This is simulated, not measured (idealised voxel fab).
process module | voxel gate over fins
cross-section cut | 260 nm wide | cells 5 nm
A cross-section is a grid of square cells, given in bands from the top down. A band is one or more rows of cells.
Each band's line starts with the height of the band's top and of its bottom, in nm. Then come its materials from left to right, each with its width in nm. One material with "throughout" fills the band from edge to edge. "air" is empty space.
Height 0 is the level under which the wafer as received is all one material. The lowest band goes on downwards, as in "0 down".
A width such as "30 to 40" changes by the same amount from each row of cells to the next, from the band's top row to its bottom row.
"no change" after a step means that no cell of the cross-section changed.
closed voids: empty space of 8 cells or more with no open way to the top, each as width x height at its distance from the left edge, in nm
after a step's settings: what the simulator itself notes on the step
overlay nm, on a step with a mask: how far to the right of its planned place the mask lay; to the left if negative
plan
1 op RECEIVE | material Si
2 op CONFORMAL_DEP | material SiN | thk nm 5
3 op MASKED_ETCH | tone cover | mask id FINS | width nm 15 | pitch nm 60 | etch materials SiN | depth nm 5 | overlay nm 0
4 op MASKED_ETCH | tone cover | mask id FINS | width nm 15 | pitch nm 60 | etch materials Si | depth nm 35 | overlay nm 0
5 op OXIDIZE | depth nm 5
6 op FILL_DEP | material SiO2 | thk nm 5
7 op CMP | height nm 5
8 op MASKED_ETCH | tone open | mask id RAIL | width nm 15 | etch materials SiO2 | depth nm 35 | overlay nm 0
9 op CONFORMAL_DEP | material TiN | thk nm 5
10 op FILL_DEP | material Ru | thk nm 10
11 op CMP | height nm 5
12 op SELECTIVE_ETCH | etch materials W Ru TiN | depth nm 20
13 op FILL_DEP | material SiO2 | thk nm 5
14 op CMP | height nm 5
15 op SELECTIVE_ETCH | etch materials SiO2 | depth nm 15
16 op STRIP | etch materials SiN
17 op CONFORMAL_DEP | material HfO2 | thk nm 5
18 op CONFORMAL_DEP | material TiN | thk nm 5
19 op FILL_DEP | material W | thk nm 15
20 op CMP | height nm 20
21 op CONFORMAL_DEP | material SiN | thk nm 10
as received, after step 1
  0 down: Si throughout
  closed voids: none
a wafer at the end: this start, this plan, one mistake
  30 to 20: SiN throughout
  20 to 10: W throughout
  10 to 5: TiN 65 | W 5 | TiN 55 | W 5 | TiN 55 | W 5 | TiN 70
  5 to 0: HfO2 60 | TiN 15 | HfO2 45 | TiN 15 | HfO2 45 | TiN 15 | HfO2 65
  0 to -5: Si 55 | HfO2 25 | Si 35 | HfO2 25 | Si 35 | HfO2 25 | Si 60
  -5 down: Si throughout
  closed voids: none
what went wrong: step 3 ran as: op MASKED_ETCH | tone open | mask id FINS | width nm 15 | pitch nm 60 | etch materials SiN | depth nm 5 | overlay nm 0
